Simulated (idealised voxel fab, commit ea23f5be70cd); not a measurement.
process module | voxel capacitor over wiring
cross-section cut | 170 nm wide | cells 5 nm
A cross-section is a grid of square cells, given in bands from the top down. A band is one or more rows of cells.
Each band's line starts with the height of the band's top and of its bottom, in nm. Then come its materials from left to right, each with its width in nm. One material with "throughout" fills the band from edge to edge. "air" is empty space.
Height 0 is the level under which the wafer as received is all one material. The lowest band goes on downwards, as in "0 down".
A width such as "30 to 40" changes by the same amount from each row of cells to the next, from the band's top row to its bottom row.
"no change" after a step means that no cell of the cross-section changed.
closed voids: empty space of 8 cells or more with no open way to the top, each as width x height at its distance from the left edge, in nm
after a step's settings: what the simulator itself notes on the step
overlay nm, on a step with a mask: how far to the right of its planned place the mask lay; to the left if negative
plan
1 op RECEIVE | material Si
2 op CONFORMAL_DEP | material SiO2 | thk nm 10
3 op DIRECTIONAL_DEP | material TiN | thk nm 5
4 op DIRECTIONAL_DEP | material Ru | thk nm 15
5 op PATTERN | tone cover | mask id METAL_1 | material resist | width nm 25 | pitch nm 85 | thk nm 15 | overlay nm 0
6 op DIRECTIONAL_ETCH | etch materials Ru | depth nm 15
7 op DIRECTIONAL_ETCH | etch materials TiN | depth nm 5
8 op STRIP | etch materials resist
9 op FILL_DEP | material lowk | thk nm 10
10 op CMP | height nm 30
11 op CONFORMAL_DEP | material SiCN | thk nm 5
12 op DIRECTIONAL_DEP | material lowk | thk nm 10
13 op PATTERN | tone open | mask id PLUG_1 | material resist | width nm 15 | thk nm 15 | overlay nm 0
14 op DIRECTIONAL_ETCH | etch materials lowk | depth nm 10
15 op DIRECTIONAL_ETCH | etch materials SiCN | depth nm 5
16 op STRIP | etch materials resist
17 op EPI | material Ru | thk nm 10
18 op EPI | material Ru | thk nm 5
19 op DIRECTIONAL_DEP | material TiN | thk nm 10
20 op DIRECTIONAL_DEP | material Al2O3 | thk nm 5
21 op DIRECTIONAL_DEP | material TiN | thk nm 5
22 op MASKED_ETCH | tone cover | mask id UPPER_PLATE | width nm 65 | etch materials TiN | depth nm 5 | overlay nm 0
23 op MASKED_ETCH | tone cover | mask id UPPER_PLATE | width nm 65 | etch materials Al2O3 | depth nm 5 | overlay nm 0
24 op DIRECTIONAL_DEP | material aC | thk nm 15
25 op PATTERN | tone cover | mask id LOWER_PLATE | material resist | width nm 75 | thk nm 35 | overlay nm 0
26 op DIRECTIONAL_ETCH | etch materials aC | depth nm 15
27 op STRIP | etch materials resist
28 op DIRECTIONAL_ETCH | etch materials TiN | depth nm 10
29 op STRIP | etch materials aC
30 op FILL_DEP | material SiO2 | thk nm 20
31 op CMP | height nm 80
32 op DIRECTIONAL_DEP | material aC | thk nm 15
33 op PATTERN | tone open | mask id PLUG_2 | material resist | width nm 15 | thk nm 30 | overlay nm 0
34 op DIRECTIONAL_ETCH | etch materials aC | depth nm 15
35 op STRIP | etch materials resist
36 op DIRECTIONAL_ETCH | etch materials SiO2 | depth nm 15
37 op STRIP | etch materials aC
38 op CONFORMAL_DEP | material TiN | thk nm 5
39 op FILL_DEP | material Cu | thk nm 5
40 op CMP | height nm 80
41 op CONFORMAL_DEP | material SiN | thk nm 5
as received, after step 1
  0 down: Si throughout
  closed voids: none
a wafer at the end: this start, this plan, one mistake
  75 to 70: SiN throughout
  70 to 60: SiO2 50 to 40 | TiN 15 to 65 | SiO2 105 to 65
  60 to 55: SiO2 40 | Al2O3 65 | SiO2 65
  55 to 45: SiO2 35 | TiN 75 | SiO2 60
  45 to 35: lowk 40 | Ru 15 | lowk 115
  35 to 30: SiCN 40 | Ru 15 | SiCN 115
  30 to 15: lowk 30 | Ru 25 | lowk 60 | Ru 25 | lowk 30
  15 to 10: lowk 30 | TiN 25 | lowk 60 | TiN 25 | lowk 30
  10 to 0: SiO2 throughout
  0 down: Si throughout
  closed voids: none
what went wrong: step 40 ran as: op CMP | height nm 70
